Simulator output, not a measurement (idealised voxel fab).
Process module in this document: voxel ribs on slabs
It is cross-section cut that appears here, measuring 195 nm in width, its square cells being 5 nm in size.
Heads up, the way a cross-section reads in here is a grid of square cells, handed over as bands from the top down, with every band being one or more rows of cells. Top height, bottom height, nm. Materials left to right, width each, nm. Single material + "everywhere" = fills band edge to edge. "empty" = empty. Heights are reckoned from 0. Under this level, the received wafer is all of one material. The bottommost band is open-ended downward, for example "0 and below". Quick explanation for "30 to 40": the width changes in equal steps down the rows of cells, from the first number in the band's top row to the second number in its bottom row. A step reported as "everything unchanged" is a step in which no cell of the cross-section changed. Enclosed voids (no open way to top), threshold 8 cells or more, entry "Trapped cavities", notation width x height at distance, distance from left edge, nm. Past the settings on a step's line: simulator remark, on that step. The optional step-line setting "overlay nm" applies to steps with a mask and quantifies how far to the right of its planned location the mask lay, a negative value indicating leftward placement.
-- Below is the list of planned process steps
step 1: RECEIVE: material Si
step 2: DIRECTIONAL_DEP: material SiO2, thk nm 20
step 3: DIRECTIONAL_DEP: material polySi, thk nm 25
step 4: PATTERN: tone cover, mask id RIB, material resist, width nm 20, thk nm 15, overlay nm 0
step 5: DIRECTIONAL_ETCH: etch materials polySi, depth nm 15
step 6: STRIP: etch materials resist
step 7: DIRECTIONAL_DEP: material aC, thk nm 10
step 8: PATTERN: tone cover, mask id SLAB, material resist, width nm 80, thk nm 25, overlay nm 0
step 9: DIRECTIONAL_ETCH: etch materials aC, depth nm 10
step 10: STRIP: etch materials resist
step 11: DIRECTIONAL_ETCH: etch materials polySi, depth nm 10
step 12: STRIP: etch materials aC
step 13: FILL_DEP: material SiO2, thk nm 20
step 14: CMP: height nm 60
step 15: DIRECTIONAL_DEP: material TiN, thk nm 5
step 16: PATTERN: tone cover, mask id HEATER, material resist, width nm 30, thk nm 15, overlay nm 0
step 17: DIRECTIONAL_ETCH: etch materials TiN, depth nm 5
step 18: STRIP: etch materials resist
step 19: CONFORMAL_DEP: material SiO2, thk nm 10
-- First of two wafers, processed according to plan
-- This is the cross-section of the wafer as we received it, i.e. after step 1
* 0 and below  Si everywhere
* Trapped cavities: none
-- Presented here is a cross-section of the wafer after step 2 has been performed
* 20 down to 0  SiO2 everywhere
* Below 0 it's all the same as before, nothing changed down there.
-- Presented here is a cross-section of the wafer after step 3 has been performed
* 45 down to 20  polySi everywhere
* Below 20 it's all the same as before, nothing changed down there.
-- Presented here is a cross-section of the wafer after step 4 has been performed
* 60 down to 45  empty: 85 / resist: 20 / empty: 90
* Below 45 it's all the same as before, nothing changed down there.
-- Presented here is a cross-section of the wafer after step 5 has been performed
* 60 down to 45  empty: 85 / resist: 20 / empty: 90
* 45 down to 30  empty: 85 / polySi: 20 / empty: 90
* Below 30 it's all the same as before, nothing changed down there.
-- Presented here is a cross-section of the wafer after step 6 has been performed
* 45 down to 30  empty: 85 / polySi: 20 / empty: 90
* Below 30 it's all the same as before, nothing changed down there.
-- Presented here is a cross-section of the wafer after step 7 has been performed
* 55 down to 45  empty: 85 / aC: 20 / empty: 90
* 45 down to 40  empty: 85 / polySi: 20 / empty: 90
* 40 down to 30  aC: 85 / polySi: 20 / aC: 90
* Below 30 it's all the same as before, nothing changed down there.
-- Presented here is a cross-section of the wafer after step 8 has been performed
* 80 down to 55  empty: 55 / resist: 80 / empty: 60
* 55 down to 45  empty: 55 / resist: 30 / aC: 20 / resist: 30 / empty: 60
* 45 down to 40  empty: 55 / resist: 30 / polySi: 20 / resist: 30 / empty: 60
* Below 40 it's all the same as before, nothing changed down there.
-- Presented here is a cross-section of the wafer after step 9 has been performed
* 70 down to 55  empty: 55 / resist: 80 / empty: 60
* 55 down to 45  empty: 55 / resist: 30 / aC: 20 / resist: 30 / empty: 60
* 45 down to 40  empty: 55 / resist: 30 / polySi: 20 / resist: 30 / empty: 60
* 40 down to 30  empty: 55 / aC: 30 / polySi: 20 / aC: 30 / empty: 60
* Below 30 it's all the same as before, nothing changed down there.
-- Presented here is a cross-section of the wafer after step 10 has been performed
* 55 down to 45  empty: 85 / aC: 20 / empty: 90
* 45 down to 40  empty: 85 / polySi: 20 / empty: 90
* Below 40 it's all the same as before, nothing changed down there.
-- Presented here is a cross-section of the wafer after step 11 has been performed
* 55 down to 45  empty: 85 / aC: 20 / empty: 90
* 45 down to 40  empty: 85 / polySi: 20 / empty: 90
* 40 down to 30  empty: 55 / aC: 30 / polySi: 20 / aC: 30 / empty: 60
* 30 down to 20  empty: 55 / polySi: 80 / empty: 60
* Below 20 it's all the same as before, nothing changed down there.
-- Presented here is a cross-section of the wafer after step 12 has been performed
* 45 down to 30  empty: 85 / polySi: 20 / empty: 90
* Below 30 it's all the same as before, nothing changed down there.
-- Presented here is a cross-section of the wafer after step 13 has been performed
* 65 down to 45  SiO2 everywhere
* 45 down to 30  SiO2: 85 / polySi: 20 / SiO2: 90
* 30 down to 20  SiO2: 55 / polySi: 80 / SiO2: 60
* Below 20 it's all the same as before, nothing changed down there.
-- Presented here is a cross-section of the wafer after step 14 has been performed
* 60 down to 45  SiO2 everywhere
* Below 45 it's all the same as before, nothing changed down there.
-- Presented here is a cross-section of the wafer after step 15 has been performed
* 65 down to 60  TiN everywhere
* Below 60 it's all the same as before, nothing changed down there.
-- Presented here is a cross-section of the wafer after step 16 has been performed
* 80 down to 65  empty: 80 / resist: 30 / empty: 85
* Below 65 it's all the same as before, nothing changed down there.
-- Presented here is a cross-section of the wafer after step 17 has been performed
* 80 down to 65  empty: 80 / resist: 30 / empty: 85
* 65 down to 60  empty: 80 / TiN: 30 / empty: 85
* Below 60 it's all the same as before, nothing changed down there.
-- Presented here is a cross-section of the wafer after step 18 has been performed
* 65 down to 60  empty: 80 / TiN: 30 / empty: 85
* Below 60 it's all the same as before, nothing changed down there.
-- Presented here is a cross-section of the wafer after step 19 has been performed
* 75 down to 70  empty: 70 / SiO2: 50 / empty: 75
* 70 down to 65  SiO2 everywhere
* 65 down to 60  SiO2: 80 / TiN: 30 / SiO2: 85
* Below 60 it's all the same as before, nothing changed down there.
-- Wafer two: like wafer one in start and plan, but with one mistake in execution; identical up to and including step 4
-- Planned end of step 5: second wafer, cross-section
* 60 down to 45  empty: 85 / resist: 20 / empty: 90
* 45 down to 40  empty: 85 / polySi: 20 / empty: 90
* Below 40 it's all the same as before, nothing changed down there.
-- Planned end of step 6: second wafer, cross-section
* 45 down to 40  empty: 85 / polySi: 20 / empty: 90
* Below 40 it's all the same as before, nothing changed down there.
-- Planned end of step 7: second wafer, cross-section
* 55 down to 50  empty: 85 / aC: 20 / empty: 90
* 50 down to 45  aC everywhere
* 45 down to 40  aC: 85 / polySi: 20 / aC: 90
* Below 40 it's all the same as before, nothing changed down there.
-- Planned end of step 8: second wafer, cross-section
* 80 down to 55  empty: 55 / resist: 80 / empty: 60
* 55 down to 50  empty: 55 / resist: 30 / aC: 20 / resist: 30 / empty: 60
* Below 50 it's all the same as before, nothing changed down there.
-- Planned end of step 9: second wafer, cross-section
* 70 down to 55  empty: 55 / resist: 80 / empty: 60
* 55 down to 50  empty: 55 / resist: 30 / aC: 20 / resist: 30 / empty: 60
* 50 down to 45  empty: 55 / aC: 80 / empty: 60
* 45 down to 40  empty: 55 / aC: 30 / polySi: 20 / aC: 30 / empty: 60
* Below 40 it's all the same as before, nothing changed down there.
-- Planned end of step 10: second wafer, cross-section
* 55 down to 45  empty: 85 to 55 / aC: 20 to 80 / empty: 90 to 60
* Below 45 it's all the same as before, nothing changed down there.
-- Planned end of step 11: second wafer, cross-section
* 55 down to 45  empty: 85 to 55 / aC: 20 to 80 / empty: 90 to 60
* 45 down to 40  empty: 55 / aC: 30 / polySi: 20 / aC: 30 / empty: 60
* 40 down to 30  empty: 55 / polySi: 80 / empty: 60
* Below 30 it's all the same as before, nothing changed down there.
-- Planned end of step 12: second wafer, cross-section
* 45 down to 40  empty: 85 / polySi: 20 / empty: 90
* Below 40 it's all the same as before, nothing changed down there.
-- Planned end of step 13: second wafer, cross-section
* 65 down to 45  SiO2 everywhere
* 45 down to 40  SiO2: 85 / polySi: 20 / SiO2: 90
* 40 down to 30  SiO2: 55 / polySi: 80 / SiO2: 60
* Below 30 it's all the same as before, nothing changed down there.
-- Planned end of step 14: second wafer, cross-section
* 60 down to 45  SiO2 everywhere
* Below 45 it's all the same as before, nothing changed down there.
-- Planned end of step 15: second wafer, cross-section
* 65 down to 60  TiN everywhere
* Below 60 it's all the same as before, nothing changed down there.
-- Planned end of step 16: second wafer, cross-section
* 80 down to 65  empty: 80 / resist: 30 / empty: 85
* Below 65 it's all the same as before, nothing changed down there.
-- Planned end of step 17: second wafer, cross-section
* 80 down to 65  empty: 80 / resist: 30 / empty: 85
* 65 down to 60  empty: 80 / TiN: 30 / empty: 85
* Below 60 it's all the same as before, nothing changed down there.
-- Planned end of step 18: second wafer, cross-section
* 65 down to 60  empty: 80 / TiN: 30 / empty: 85
* Below 60 it's all the same as before, nothing changed down there.
-- Planned end of step 19: second wafer, cross-section
* 75 down to 70  empty: 70 / SiO2: 50 / empty: 75
* 70 down to 65  SiO2 everywhere
* 65 down to 60  SiO2: 80 / TiN: 30 / SiO2: 85
* Below 60 it's all the same as before, nothing changed down there.
Run error: not per plan at step 5, really ran DIRECTIONAL_ETCH: etch materials polySi, depth nm 5
Looking at both finished wafers in cells, the second ends up ahead of or behind the first on some materials: SiO2: 70 fewer, polySi: 70 more
